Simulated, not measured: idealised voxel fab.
process module | voxel ribs on slabs
cross-section cut | 215 nm wide | cells 5 nm
A cross-section is a grid of square cells, given in bands from the top down. A band is one or more rows of cells.
Each band's line starts with the height of the band's top and of its bottom, in nm. Then come its materials from left to right, each with its width in nm. One material with "throughout" fills the band from edge to edge. "air" is empty space.
Height 0 is the level under which the wafer as received is all one material. The lowest band goes on downwards, as in "0 down".
A width such as "30 to 40" changes by the same amount from each row of cells to the next, from the band's top row to its bottom row.
"no change" after a step means that no cell of the cross-section changed.
closed voids: empty space of 8 cells or more with no open way to the top, each as width x height at its distance from the left edge, in nm
after a step's settings: what the simulator itself notes on the step
overlay nm, on a step with a mask: how far to the right of its planned place the mask lay; to the left if negative
plan
1 op RECEIVE | material Si
2 op DIRECTIONAL_DEP | material SiO2 | thk nm 30
3 op DIRECTIONAL_DEP | material polySi | thk nm 15
4 op PATTERN | tone cover | mask id RIB | material resist | width nm 20 | thk nm 15 | overlay nm 0
5 op DIRECTIONAL_ETCH | etch materials polySi | depth nm 10
6 op STRIP | etch materials resist
7 op DIRECTIONAL_DEP | material aC | thk nm 10
8 op PATTERN | tone cover | mask id SLAB | material resist | width nm 70 | thk nm 30 | overlay nm -15
9 op DIRECTIONAL_ETCH | etch materials aC | depth nm 10
10 op STRIP | etch materials resist
11 op DIRECTIONAL_ETCH | etch materials polySi | depth nm 5
12 op STRIP | etch materials aC
13 op FILL_DEP | material SiO2 | thk nm 20
14 op CMP | height nm 55
15 op DIRECTIONAL_DEP | material TiN | thk nm 5
16 op DIRECTIONAL_DEP | material aC | thk nm 10
17 op PATTERN | tone cover | mask id HEATER | material resist | width nm 30 | thk nm 30 | overlay nm 0
18 op DIRECTIONAL_ETCH | etch materials aC | depth nm 10
19 op STRIP | etch materials resist
20 op DIRECTIONAL_ETCH | etch materials TiN | depth nm 5
21 op STRIP | etch materials aC
22 op CONFORMAL_DEP | material SiO2 | thk nm 5
varied across the wafers: overlay nm of step 8. The plan shows the first wafer's value. All wafers start alike
first wafer as received, after step 1
  0 down: Si throughout
  closed voids: none
first wafer at the end, after step 22
  65 to 60: air 85 | SiO2 40 | air 90
  60 to 55: SiO2 90 | TiN 30 | SiO2 95
  55 to 45: SiO2 throughout
  45 to 35: SiO2 95 | polySi 20 | SiO2 100
  35 to 30: SiO2 55 | polySi 70 | SiO2 90
  30 to 0: SiO2 throughout
  0 down: Si throughout
  closed voids: none
last wafer at the end
  65 to 60: air 85 | SiO2 40 | air 90
  60 to 55: SiO2 90 | TiN 30 | SiO2 95
  55 to 45: SiO2 throughout
  45 to 35: SiO2 95 | polySi 20 | SiO2 100
  35 to 30: SiO2 85 | polySi 70 | SiO2 60
  30 to 0: SiO2 throughout
  0 down: Si throughout
  closed voids: none
each wafer at the end: cells of each material gained (+) or lost (-) since it was received, then its closed voids
overlay nm -15 | +496 SiO2 | +6 TiN | +22 polySi | closed voids: none
overlay nm -10 | +496 SiO2 | +6 TiN | +22 polySi | closed voids: none
overlay nm -5 | +496 SiO2 | +6 TiN | +22 polySi | closed voids: none
overlay nm 0 | +496 SiO2 | +6 TiN | +22 polySi | closed voids: none
overlay nm 5 | +496 SiO2 | +6 TiN | +22 polySi | closed voids: none
overlay nm 10 | +496 SiO2 | +6 TiN | +22 polySi | closed voids: none
overlay nm 15 | +496 SiO2 | +6 TiN | +22 polySi | closed voids: none
